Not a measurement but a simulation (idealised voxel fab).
The document below concerns the process module designated voxel self aligned vias.
Xsec cut, 220 nm wide, square cell size 5 nm.
Throughout this document, each cross-section is represented as a grid of square cells and is presented as a sequence of bands enumerated from the top downward, where a band comprises one or more rows of cells. In this notation a band is specified by the heights of its top and bottom, in that order and in nm, after which its materials appear from left to right, each paired with its width in nm. The word "everywhere" attached to a single material means that material fills the band from edge to edge; the word "empty" stands for empty space. Where do heights start? At 0: under that level the wafer as delivered is made of one material only. And the lowest band has no floor; it just carries on downward, as in "0 nm and below". Width "30->40": first value at the band's top row of cells, second value at its bottom row, equal change from row to row. "no modification" (step): cross-section cells unchanged, all of them. If an empty space has no open way to the top and is at least 8 cells in size, "Trapped voids" lists it, written width x height at distance, where distance is measured from the left edge and every value is in nm. after a step's settings: what the simulator itself notes on the step. "overlay nm" denotes, for a step that has a mask, the displacement of the mask to the right of its planned place, with negative values corresponding to the left.
**Process steps foreseen in the plan**
step 1: op RECEIVE | material Si
step 2: op CONFORMAL_DEP | material SiO2 | thk nm 15
step 3: op CONFORMAL_DEP | material SiCN | thk nm 5
step 4: op DIRECTIONAL_DEP | material lowk | thk nm 20
step 5: op DIRECTIONAL_DEP | material aC | thk nm 10
step 6: op PATTERN | tone open | mask id LINES | material resist | width nm 25 | pitch nm 55 | thk nm 25 | overlay nm 0
step 7: op DIRECTIONAL_ETCH | etch materials aC | depth nm 10
step 8: op STRIP | etch materials resist
step 9: op DIRECTIONAL_ETCH | etch materials lowk | depth nm 20
step 10: op STRIP | etch materials aC
step 11: op CONFORMAL_DEP | material TiN | thk nm 5
step 12: op FILL_DEP | material W | thk nm 10
step 13: op CMP | height nm 40
step 14: op SELECTIVE_ETCH | etch materials W Ru TiN | depth nm 5
step 15: op FILL_DEP | material SiN | thk nm 10
step 16: op CMP | height nm 40
step 17: op DIRECTIONAL_DEP | material lowk | thk nm 20
step 18: op PATTERN | tone open | mask id VIAS | material resist | width nm 35 | pitch nm 110 | thk nm 15 | overlay nm 0
step 19: op DIRECTIONAL_ETCH | etch materials lowk | depth nm 20
step 20: op DIRECTIONAL_ETCH | etch materials SiN | depth nm 5
step 21: op STRIP | etch materials resist
step 22: op CONFORMAL_DEP | material TiN | thk nm 5
step 23: op FILL_DEP | material Cu | thk nm 10
step 24: op CMP | height nm 60
step 25: op CONFORMAL_DEP | material SiN | thk nm 5
**Cross-sectional view of the wafer in its as-received condition, corresponding to the state after step 1**
- 0 nm and below = Si everywhere
- Trapped voids: none
**Wafer at module end, in section. Began as above, planned as above, run with one mistake**
- 65 nm to 60 nm = SiN everywhere
- 60 nm to 45 nm = lowk=35 | TiN=5 | Cu=25 | TiN=5 | lowk=75 | TiN=5 | Cu=25 | TiN=5 | lowk=40
- 45 nm to 40 nm = lowk=35 | TiN=35 | lowk=75 | TiN=35 | lowk=40
- 40 nm to 35 nm = SiCN everywhere
- 35 nm to 15 nm = lowk everywhere
- 15 nm to 0 nm = SiO2 everywhere
- 0 nm and below = Si everywhere
- Trapped voids: none
In executing the process, a mistake was made relative to the plan: the processing plan was not followed for steps 3 and 4, which were run with their positions exchanged
